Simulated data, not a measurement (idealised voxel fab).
The process module presented herein is designated voxel transistor to metal.
The figure presents cross-section cut, which has a width of 280 nm and is divided into square cells with an edge length of 5 nm.
Square cells in a grid make up a cross-section in this document, and the grid is given as bands, listed from the top down, each one or more rows of cells. The entry gives the band's vertical extent as a top height and a bottom height in nm, then its horizontal make-up as materials from left to right, each with a width in nm. "air" stands for empty space; a single material marked "full width" fills the band edge to edge. Height is counted from the level 0, under which the received wafer is composed throughout of one material. The lowest of the bands is not closed at the bottom but continues downward, in the notation "0..down". Top row gets the first number, bottom row gets the second, and each row in between changes by the same step: that is how a band width like "30->40" works. A step reported as "nothing changed" is a step in which no cell of the cross-section changed. Entry "Enclosed empty spaces" = empty spaces >= 8 cells with no open way to the top; each as width x height at distance, distance from left edge, all nm. after a step's settings: what the simulator itself notes on the step. Steps that use a mask can have "overlay nm" on their line. It says how far the mask sat to the right of where it was meant to be. Negative means to the left.

Process steps (planned):
1,RECEIVE,material Si
2,OXIDIZE,depth nm 5
3,CONFORMAL_DEP,material SiN,thk nm 10
4,MASKED_ETCH,tone cover,mask id ACTIVE,width nm 110,pitch nm 135,etch materials SiN,depth nm 10,overlay nm 0
5,MASKED_ETCH,tone cover,mask id ACTIVE,width nm 110,pitch nm 135,etch materials SiO2,depth nm 5,overlay nm 0
6,MASKED_ETCH,tone cover,mask id ACTIVE,width nm 110,pitch nm 135,etch materials Si,depth nm 35,overlay nm 0
7,FILL_DEP,material SiO2,thk nm 10
8,CMP,height nm 10
9,SELECTIVE_ETCH,etch materials SiO2,depth nm 10
10,STRIP,etch materials SiN
11,SELECTIVE_ETCH,etch materials SiO2,depth nm 5
12,OXIDIZE,depth nm 5
13,DIRECTIONAL_DEP,material polySi,thk nm 20
14,DIRECTIONAL_DEP,material SiCN,thk nm 10
15,PATTERN,tone cover,mask id GATE,material resist,width nm 30,pitch nm 135,thk nm 15,overlay nm 0
16,DIRECTIONAL_ETCH,etch materials SiCN,depth nm 20
17,DIRECTIONAL_ETCH,etch materials polySi,depth nm 30
18,STRIP,etch materials resist
19,CONFORMAL_DEP,material SiN,thk nm 5
20,DIRECTIONAL_ETCH,etch materials SiN,depth nm 5
21,DIRECTIONAL_ETCH,etch materials SiO2,depth nm 5
22,DIRECTIONAL_ETCH,etch materials Si,depth nm 15
23,EPI,material SiGe,thk nm 15
24,FILL_DEP,material SiO2,thk nm 10
25,CMP,height nm 15
26,STRIP,etch materials polySi
27,SELECTIVE_ETCH,etch materials SiO2,depth nm 5
28,CONFORMAL_DEP,material HfO2,thk nm 5
29,CONFORMAL_DEP,material TiN,thk nm 5
30,FILL_DEP,material W,thk nm 5
31,CMP,height nm 10
32,DIRECTIONAL_DEP,material SiO2,thk nm 10
33,MASKED_ETCH,tone open,mask id CONTACT,width nm 20,etch materials SiO2,depth nm 30,overlay nm 0
34,CONFORMAL_DEP,material TiN,thk nm 5
35,FILL_DEP,material W,thk nm 5
36,CMP,height nm 20
37,DIRECTIONAL_DEP,material TiN,thk nm 5
38,DIRECTIONAL_DEP,material W,thk nm 20
39,PATTERN,tone cover,mask id METAL_1,material resist,width nm 20,thk nm 20,overlay nm 0
40,DIRECTIONAL_ETCH,etch materials W,depth nm 20
41,DIRECTIONAL_ETCH,etch materials TiN,depth nm 5
42,STRIP,etch materials resist
43,CONFORMAL_DEP,material SiCN,thk nm 5
44,FILL_DEP,material SiO2,thk nm 5
45,CMP,height nm 45
46,CONFORMAL_DEP,material SiN,thk nm 5

Cross-section: wafer on arrival = after step 1:
> 0..down: Si full width
> Enclosed empty spaces: none

Here's the wafer cut in cross-section after the module, started and planned just like above, except one thing was done wrong in the run:
> 50..45: SiN full width
> 45..25: 10 nm SiO2, then 5 nm SiCN, then 20 nm W, then 5 nm SiCN, then 50 nm SiO2, then 5 nm SiCN, then 20 nm W, then 5 nm SiCN, then 25 nm SiO2, then 5 nm SiCN, then 20 nm W, then 5 nm SiCN, then 50 nm SiO2, then 5 nm SiCN, then 20 nm W, then 5 nm SiCN, then 25 nm SiO2
> 25..20: 15 nm SiCN, then 20 nm TiN, then 60 nm SiCN, then 20 nm TiN, then 35 nm SiCN, then 20 nm TiN, then 60 nm SiCN, then 20 nm TiN, then 30 nm SiCN
> 20..10: 20 nm SiO2, then 5 nm TiN, then 10 nm W, then 5 nm TiN, then 60 nm SiO2, then 5 nm TiN, then 10 nm W, then 5 nm TiN, then 35 nm SiO2, then 5 nm TiN, then 10 nm W, then 5 nm TiN, then 60 nm SiO2, then 5 nm TiN, then 10 nm W, then 5 nm TiN, then 25 nm SiO2
> 10..5: 20 nm SiO2, then 5 nm TiN, then 5 nm W, then 10 nm TiN, then 10 nm SiO2, then 5 nm SiN, then 5 nm HfO2, then 5 nm TiN, then 10 nm W, then 5 nm TiN, then 5 nm HfO2, then 5 nm SiN, then 10 nm SiO2, then 10 nm TiN, then 5 nm W, then 5 nm TiN, then 35 nm SiO2, then 5 nm TiN, then 5 nm W, then 10 nm TiN, then 10 nm SiO2, then 5 nm SiN, then 5 nm HfO2, then 5 nm TiN, then 10 nm W, then 5 nm TiN, then 5 nm HfO2, then 5 nm SiN, then 10 nm SiO2, then 10 nm TiN, then 5 nm W, then 5 nm TiN, then 25 nm SiO2
> 5..0: 20 nm SiO2, then 5 nm TiN, then 5 nm W, then 5 nm TiN, then 15 nm SiGe, then 5 nm SiN, then 5 nm HfO2, then 5 nm TiN, then 10 nm W, then 5 nm TiN, then 5 nm HfO2, then 5 nm SiN, then 15 nm SiGe, then 5 nm TiN, then 5 nm W, then 5 nm TiN, then 35 nm SiO2, then 5 nm TiN, then 5 nm W, then 5 nm TiN, then 15 nm SiGe, then 5 nm SiN, then 5 nm HfO2, then 5 nm TiN, then 10 nm W, then 5 nm TiN, then 5 nm HfO2, then 5 nm SiN, then 15 nm SiGe, then 5 nm TiN, then 5 nm W, then 5 nm TiN, then 25 nm SiO2
> 0..-5: 20 nm SiO2, then 5 nm TiN, then 5 nm W, then 5 nm TiN, then 15 nm SiGe, then 5 nm SiN, then 5 nm HfO2, then 20 nm TiN, then 5 nm HfO2, then 5 nm SiN, then 15 nm SiGe, then 5 nm TiN, then 5 nm W, then 5 nm TiN, then 35 nm SiO2, then 5 nm TiN, then 5 nm W, then 5 nm TiN, then 15 nm SiGe, then 5 nm SiN, then 5 nm HfO2, then 20 nm TiN, then 5 nm HfO2, then 5 nm SiN, then 15 nm SiGe, then 5 nm TiN, then 5 nm W, then 5 nm TiN, then 25 nm SiO2
> -5..-10: 20 nm SiO2, then 15 nm TiN, then 15 nm SiGe, then 40 nm HfO2, then 15 nm SiGe, then 15 nm TiN, then 35 nm SiO2, then 15 nm TiN, then 15 nm SiGe, then 40 nm HfO2, then 15 nm SiGe, then 15 nm TiN, then 25 nm SiO2
> -10..-25: 15 nm SiO2, then 35 nm SiGe, then 40 nm Si, then 35 nm SiGe, then 25 nm SiO2, then 35 nm SiGe, then 40 nm Si, then 35 nm SiGe, then 20 nm SiO2
> -25..-40: 15 nm SiO2, then 110 nm Si, then 25 nm SiO2, then 110 nm Si, then 20 nm SiO2
> -40..down: Si full width
> Enclosed empty spaces: none
Run error: planned and actual differ for step 39; actual: PATTERN,tone cover,mask id METAL_1,material resist,width nm 20,thk nm 20,overlay nm -5
